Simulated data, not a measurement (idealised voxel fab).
process module | voxel ribs on slabs
Cross-sectional view cut (width: 190 nm; square cell size: 5 nm).
Cross-section spec: square-cell grid; bands listed top down; each band is one or more rows. Top height, bottom height, nm. Materials left to right, width each, nm. Single material + "everywhere" = fills band edge to edge. "air" = empty. Counting heights begins at 0, where everything beneath is, in the wafer as received, one material. The lowest band has no bottom; it goes on downwards, as "top 0, no bottom" shows. Note: "30 to 40" means the width goes from the first number (top row of the band) to the second number (bottom row) in equal steps per row of cells. It should be understood that the words "everything unchanged", when stated for a given step, signify that the cross-section underwent no change in any of its cells during that step. Heads up: "Cavities, closed" only lists the empty pockets with no open path to the top that are 8 cells or more, and it writes them as width x height at distance, distance from the left edge, in nm. That trailing text on a step's line, after the settings, is the simulator's own remark on the step. "overlay nm" on a masked step: distance the mask lay right of its planned place, negative for left.

### The process steps that were planned are listed below
1 RECEIVE [material Si]
2 DIRECTIONAL_DEP [material SiO2] [thk nm 20]
3 DIRECTIONAL_DEP [material SiN] [thk nm 20]
4 DIRECTIONAL_DEP [material aC] [thk nm 10]
5 PATTERN [tone cover] [mask id RIB] [material resist] [width nm 15] [thk nm 25] [overlay nm 0]
6 DIRECTIONAL_ETCH [etch materials aC] [depth nm 10]
7 STRIP [etch materials resist]
8 DIRECTIONAL_ETCH [etch materials SiN] [depth nm 15]
9 STRIP [etch materials aC]
10 PATTERN [tone cover] [mask id SLAB] [material resist] [width nm 65] [thk nm 20] [overlay nm 0]
11 DIRECTIONAL_ETCH [etch materials SiN] [depth nm 5]
12 STRIP [etch materials resist]
13 FILL_DEP [material SiO2] [thk nm 20]
14 CMP [height nm 50]
15 DIRECTIONAL_DEP [material W] [thk nm 10]
16 PATTERN [tone cover] [mask id HEATER] [material resist] [width nm 25] [thk nm 15] [overlay nm 0]
17 DIRECTIONAL_ETCH [etch materials W] [depth nm 10]
18 STRIP [etch materials resist]
19 CONFORMAL_DEP [material SiN] [thk nm 5]

### Shown in cross-section is the wafer as received, that is, as it stands after step 1
	top 0, no bottom | Si everywhere
	Cavities, closed: none

### Starting structure and process plan are as shown above, but one mistake was made in running the module; the wafer cross-section at the end of the module follows
	top 60, bottom 50 | 80 air / 25 W / 85 air
	top 50, bottom 40 | SiO2 everywhere
	top 40, bottom 25 | 85 SiO2 / 15 SiN / 90 SiO2
	top 25, bottom 20 | 60 SiO2 / 65 SiN / 65 SiO2
	top 20, bottom 0 | SiO2 everywhere
	top 0, no bottom | Si everywhere
	Cavities, closed: none
So what did we get wrong on this run? step 19 of the plan: omitted, not performed
